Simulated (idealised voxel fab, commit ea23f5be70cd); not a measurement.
Process module, titled voxel self aligned vias
Section shown: cut. Width: 185 nm. Cell size: 5 nm, square.
Each cross-section below is a grid of square cells, stated as bands in top-down order, with one or more rows of cells making up each band. Read a band's entry like this: the first values are the height of its top and the height of its bottom in nm, and what follows is the sequence of materials from left to right, each with its width in nm. Note that "air" is empty space, and that a single material marked "full width" reaches across the band from edge to edge. A quick word on heights: they are counted from 0, and under that level the wafer as it came to us is one material throughout. The lowest band is different from the rest in having no bottom; it simply continues downward, written as in "0 -> down". You'd read "30->40" like this: the band's top row of cells is as wide as the first number, its bottom row is as wide as the second, and going down, every row changes width by the same amount as the row before did. Take "no alterations made" at face value: in the step it is given for, the cross-section changed in none of its cells. "Closed void table" lists enclosed empty spaces (at least 8 cells, no open path upward to the top), each as width x height at distance from the left edge, in nm. Step line, after settings: the simulator's comment on this step. overlay nm: how far to the right of its planned place the mask lay on this masked step (negative: to the left).

## The process steps that were planned are listed below
1: RECEIVE with material Si
2: CONFORMAL_DEP with material SiO2, thk nm 15
3: CONFORMAL_DEP with material SiCN, thk nm 5
4: DIRECTIONAL_DEP with material SiO2, thk nm 20
5: MASKED_ETCH with tone open, mask id LINES, width nm 25, pitch nm 50, etch materials SiO2, depth nm 20, overlay nm 0
6: CONFORMAL_DEP with material TiN, thk nm 5
7: FILL_DEP with material W, thk nm 10
8: CMP with height nm 40
9: SELECTIVE_ETCH with etch materials W Ru TiN, depth nm 5
10: FILL_DEP with material SiN, thk nm 10
11: CMP with height nm 40
12: DIRECTIONAL_DEP with material SiO2, thk nm 20
13: MASKED_ETCH with tone open, mask id VIAS, width nm 35, pitch nm 50, etch materials SiO2, depth nm 20, overlay nm 0
14: MASKED_ETCH with tone open, mask id VIAS, width nm 35, pitch nm 50, etch materials SiN, depth nm 5, overlay nm 0
15: CONFORMAL_DEP with material TiN, thk nm 5
16: FILL_DEP with material Cu, thk nm 10
17: CMP with height nm 60
18: CONFORMAL_DEP with material SiCN, thk nm 5

## Wafer, first of two, run as planned

## Step 1 complete: cross-section of the wafer as received
	0 -> down | Si full width
	Closed void table: none

## Presented here is a cross-section of the wafer after step 2 has been performed
	15 -> 0 | SiO2 full width
	Lower than 0, everything is as it was.

## Presented here is a cross-section of the wafer after step 3 has been performed
	20 -> 15 | SiCN full width
	Lower than 15, everything is as it was.

## Presented here is a cross-section of the wafer after step 4 has been performed
	40 -> 20 | SiO2 full width
	Lower than 20, everything is as it was.

## Presented here is a cross-section of the wafer after step 5 has been performed
	40 -> 20 | SiO2: 30 | air: 25 | SiO2: 25 | air: 25 | SiO2: 25 | air: 25 | SiO2: 30
	Lower than 20, everything is as it was.

## Presented here is a cross-section of the wafer after step 6 has been performed
	45 -> 40 | TiN: 35 | air: 15 | TiN: 35 | air: 15 | TiN: 35 | air: 15 | TiN: 35
	40 -> 25 | SiO2: 30 | TiN: 5 | air: 15 | TiN: 5 | SiO2: 25 | TiN: 5 | air: 15 | TiN: 5 | SiO2: 25 | TiN: 5 | air: 15 | TiN: 5 | SiO2: 30
	25 -> 20 | SiO2: 30 | TiN: 25 | SiO2: 25 | TiN: 25 | SiO2: 25 | TiN: 25 | SiO2: 30
	Lower than 20, everything is as it was.

## Presented here is a cross-section of the wafer after step 7 has been performed
	55 -> 45 | W full width
	45 -> 40 | TiN: 35 | W: 15 | TiN: 35 | W: 15 | TiN: 35 | W: 15 | TiN: 35
	40 -> 25 | SiO2: 30 | TiN: 5 | W: 15 | TiN: 5 | SiO2: 25 | TiN: 5 | W: 15 | TiN: 5 | SiO2: 25 | TiN: 5 | W: 15 | TiN: 5 | SiO2: 30
	Lower than 25, everything is as it was.

## Presented here is a cross-section of the wafer after step 8 has been performed
	40 -> 25 | SiO2: 30 | TiN: 5 | W: 15 | TiN: 5 | SiO2: 25 | TiN: 5 | W: 15 | TiN: 5 | SiO2: 25 | TiN: 5 | W: 15 | TiN: 5 | SiO2: 30
	Lower than 25, everything is as it was.

## Presented here is a cross-section of the wafer after step 9 has been performed
	40 -> 35 | SiO2: 30 | air: 25 | SiO2: 25 | air: 25 | SiO2: 25 | air: 25 | SiO2: 30
	Lower than 35, everything is as it was.

## Presented here is a cross-section of the wafer after step 10 has been performed
	50 -> 40 | SiN full width
	40 -> 35 | SiO2: 30 | SiN: 25 | SiO2: 25 | SiN: 25 | SiO2: 25 | SiN: 25 | SiO2: 30
	Lower than 35, everything is as it was.

## Presented here is a cross-section of the wafer after step 11 has been performed
	40 -> 35 | SiO2: 30 | SiN: 25 | SiO2: 25 | SiN: 25 | SiO2: 25 | SiN: 25 | SiO2: 30
	Lower than 35, everything is as it was.

## Presented here is a cross-section of the wafer after step 12 has been performed
	60 -> 40 | SiO2 full width
	Lower than 40, everything is as it was.

## Presented here is a cross-section of the wafer after step 13 has been performed
	60 -> 40 | SiO2: 25 | air: 35 | SiO2: 15 | air: 35 | SiO2: 15 | air: 35 | SiO2: 25
	Lower than 40, everything is as it was.

## Presented here is a cross-section of the wafer after step 14 has been performed
	60 -> 40 | SiO2: 25 | air: 35 | SiO2: 15 | air: 35 | SiO2: 15 | air: 35 | SiO2: 25
	40 -> 35 | SiO2: 30 | air: 25 | SiO2: 25 | air: 25 | SiO2: 25 | air: 25 | SiO2: 30
	Lower than 35, everything is as it was.

## Presented here is a cross-section of the wafer after step 15 has been performed
	65 -> 60 | TiN: 30 | air: 25 | TiN: 25 | air: 25 | TiN: 25 | air: 25 | TiN: 30
	60 -> 45 | SiO2: 25 | TiN: 5 | air: 25 | TiN: 5 | SiO2: 15 | TiN: 5 | air: 25 | TiN: 5 | SiO2: 15 | TiN: 5 | air: 25 | TiN: 5 | SiO2: 25
	45 -> 40 | SiO2: 25 | TiN: 10 | air: 15 | TiN: 10 | SiO2: 15 | TiN: 10 | air: 15 | TiN: 10 | SiO2: 15 | TiN: 10 | air: 15 | TiN: 10 | SiO2: 25
	40 -> 35 | SiO2: 30 | TiN: 25 | SiO2: 25 | TiN: 25 | SiO2: 25 | TiN: 25 | SiO2: 30
	Lower than 35, everything is as it was.

## Presented here is a cross-section of the wafer after step 16 has been performed
	75 -> 65 | Cu full width
	65 -> 60 | TiN: 30 | Cu: 25 | TiN: 25 | Cu: 25 | TiN: 25 | Cu: 25 | TiN: 30
	60 -> 45 | SiO2: 25 | TiN: 5 | Cu: 25 | TiN: 5 | SiO2: 15 | TiN: 5 | Cu: 25 | TiN: 5 | SiO2: 15 | TiN: 5 | Cu: 25 | TiN: 5 | SiO2: 25
	45 -> 40 | SiO2: 25 | TiN: 10 | Cu: 15 | TiN: 10 | SiO2: 15 | TiN: 10 | Cu: 15 | TiN: 10 | SiO2: 15 | TiN: 10 | Cu: 15 | TiN: 10 | SiO2: 25
	Lower than 40, everything is as it was.

## Presented here is a cross-section of the wafer after step 17 has been performed
	60 -> 45 | SiO2: 25 | TiN: 5 | Cu: 25 | TiN: 5 | SiO2: 15 | TiN: 5 | Cu: 25 | TiN: 5 | SiO2: 15 | TiN: 5 | Cu: 25 | TiN: 5 | SiO2: 25
	Lower than 45, everything is as it was.

## Presented here is a cross-section of the wafer after step 18 has been performed
	65 -> 60 | SiCN full width
	Lower than 60, everything is as it was.

## second wafer: like start, like plan, one mistake. Through step 8 it matches the first wafer

## Second wafer shown in cross-section at the time step 9 was slated to end
	40 -> 25 | SiO2: 30 | air: 25 | SiO2: 25 | air: 25 | SiO2: 25 | air: 25 | SiO2: 30
	Lower than 25, everything is as it was.

## Second wafer shown in cross-section at the time step 10 was slated to end
	50 -> 40 | SiN full width
	40 -> 25 | SiO2: 30 | SiN: 25 | SiO2: 25 | SiN: 25 | SiO2: 25 | SiN: 25 | SiO2: 30
	Lower than 25, everything is as it was.

## Second wafer shown in cross-section at the time step 11 was slated to end
	40 -> 25 | SiO2: 30 | SiN: 25 | SiO2: 25 | SiN: 25 | SiO2: 25 | SiN: 25 | SiO2: 30
	Lower than 25, everything is as it was.

## Second wafer shown in cross-section at the time step 12 was slated to end
	60 -> 40 | SiO2 full width
	Lower than 40, everything is as it was.

## Second wafer shown in cross-section at the time step 13 was slated to end
	60 -> 40 | SiO2: 25 | air: 35 | SiO2: 15 | air: 35 | SiO2: 15 | air: 35 | SiO2: 25
	Lower than 40, everything is as it was.

## Second wafer shown in cross-section at the time step 14 was slated to end
	60 -> 40 | SiO2: 25 | air: 35 | SiO2: 15 | air: 35 | SiO2: 15 | air: 35 | SiO2: 25
	40 -> 35 | SiO2: 30 | air: 25 | SiO2: 25 | air: 25 | SiO2: 25 | air: 25 | SiO2: 30
	Lower than 35, everything is as it was.

## Second wafer shown in cross-section at the time step 15 was slated to end
	65 -> 60 | TiN: 30 | air: 25 | TiN: 25 | air: 25 | TiN: 25 | air: 25 | TiN: 30
	60 -> 45 | SiO2: 25 | TiN: 5 | air: 25 | TiN: 5 | SiO2: 15 | TiN: 5 | air: 25 | TiN: 5 | SiO2: 15 | TiN: 5 | air: 25 | TiN: 5 | SiO2: 25
	45 -> 40 | SiO2: 25 | TiN: 10 | air: 15 | TiN: 10 | SiO2: 15 | TiN: 10 | air: 15 | TiN: 10 | SiO2: 15 | TiN: 10 | air: 15 | TiN: 10 | SiO2: 25
	40 -> 35 | SiO2: 30 | TiN: 25 | SiO2: 25 | TiN: 25 | SiO2: 25 | TiN: 25 | SiO2: 30
	Lower than 35, everything is as it was.

## Second wafer shown in cross-section at the time step 16 was slated to end
	75 -> 65 | Cu full width
	65 -> 60 | TiN: 30 | Cu: 25 | TiN: 25 | Cu: 25 | TiN: 25 | Cu: 25 | TiN: 30
	60 -> 45 | SiO2: 25 | TiN: 5 | Cu: 25 | TiN: 5 | SiO2: 15 | TiN: 5 | Cu: 25 | TiN: 5 | SiO2: 15 | TiN: 5 | Cu: 25 | TiN: 5 | SiO2: 25
	45 -> 40 | SiO2: 25 | TiN: 10 | Cu: 15 | TiN: 10 | SiO2: 15 | TiN: 10 | Cu: 15 | TiN: 10 | SiO2: 15 | TiN: 10 | Cu: 15 | TiN: 10 | SiO2: 25
	Lower than 40, everything is as it was.

## Second wafer shown in cross-section at the time step 17 was slated to end
	60 -> 45 | SiO2: 25 | TiN: 5 | Cu: 25 | TiN: 5 | SiO2: 15 | TiN: 5 | Cu: 25 | TiN: 5 | SiO2: 15 | TiN: 5 | Cu: 25 | TiN: 5 | SiO2: 25
	Lower than 45, everything is as it was.

## Second wafer shown in cross-section at the time step 18 was slated to end
	65 -> 60 | SiCN full width
	Lower than 60, everything is as it was.
What went wrong in running the wafer? it should be noted that step 9 was executed with settings other than those planned, the operation and settings actually applied being SELECTIVE_ETCH with etch materials W Ru TiN, depth nm 15
At the finish, the second wafer shows more or fewer cells for some materials than the first does: SiN: 30 more | TiN: 12 fewer | W: 18 fewer
